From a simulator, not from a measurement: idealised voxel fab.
process module | voxel spacer lines
cross-section cut | 300 nm wide | cells 5 nm
A cross-section is a grid of square cells, given in bands from the top down. A band is one or more rows of cells.
Each band's line starts with the height of the band's top and of its bottom, in nm. Then come its materials from left to right, each with its width in nm. One material with "throughout" fills the band from edge to edge. "air" is empty space.
Height 0 is the level under which the wafer as received is all one material. The lowest band goes on downwards, as in "0 down".
A width such as "30 to 40" changes by the same amount from each row of cells to the next, from the band's top row to its bottom row.
"no change" after a step means that no cell of the cross-section changed.
closed voids: empty space of 8 cells or more with no open way to the top, each as width x height at its distance from the left edge, in nm
after a step's settings: what the simulator itself notes on the step
overlay nm, on a step with a mask: how far to the right of its planned place the mask lay; to the left if negative
plan
1 op RECEIVE | material Si
2 op CONFORMAL_DEP | material SiO2 | thk nm 5
3 op DIRECTIONAL_DEP | material W | thk nm 10
4 op DIRECTIONAL_DEP | material polySi | thk nm 30
5 op PATTERN | tone cover | mask id MANDREL | material resist | width nm 20 | pitch nm 70 | thk nm 35 | overlay nm 0
6 op DIRECTIONAL_ETCH | etch materials polySi | depth nm 30
7 op STRIP | etch materials resist
8 op CONFORMAL_DEP | material SiN | thk nm 15
9 op DIRECTIONAL_ETCH | etch materials SiN | depth nm 15
10 op STRIP | etch materials polySi
11 op DIRECTIONAL_ETCH | etch materials W | depth nm 10
12 op STRIP | etch materials SiN
13 op FILL_DEP | material SiO2 | thk nm 5
14 op CMP | height nm 15
as received, after step 1
  0 down: Si throughout
  closed voids: none
first wafer at the end, as planned
  15 to 5: SiO2 55 | W 15 | SiO2 20 | W 15 | SiO2 20 | W 15 | SiO2 20 | W 15 | SiO2 20 | W 15 | SiO2 20 | W 15 | SiO2 55
  5 to 0: SiO2 throughout
  0 down: Si throughout
  closed voids: none
second wafer at the end: like start, like plan, one mistake
  15 to 10: SiO2 throughout
  10 to 0: SiO2 55 | W 15 | SiO2 20 | W 15 | SiO2 20 | W 15 | SiO2 20 | W 15 | SiO2 20 | W 15 | SiO2 20 | W 15 | SiO2 55
  0 down: Si throughout
  closed voids: none
what went wrong: step 2 was left out
at the end the second wafer has, in cells: as many of each material as the first, in other places
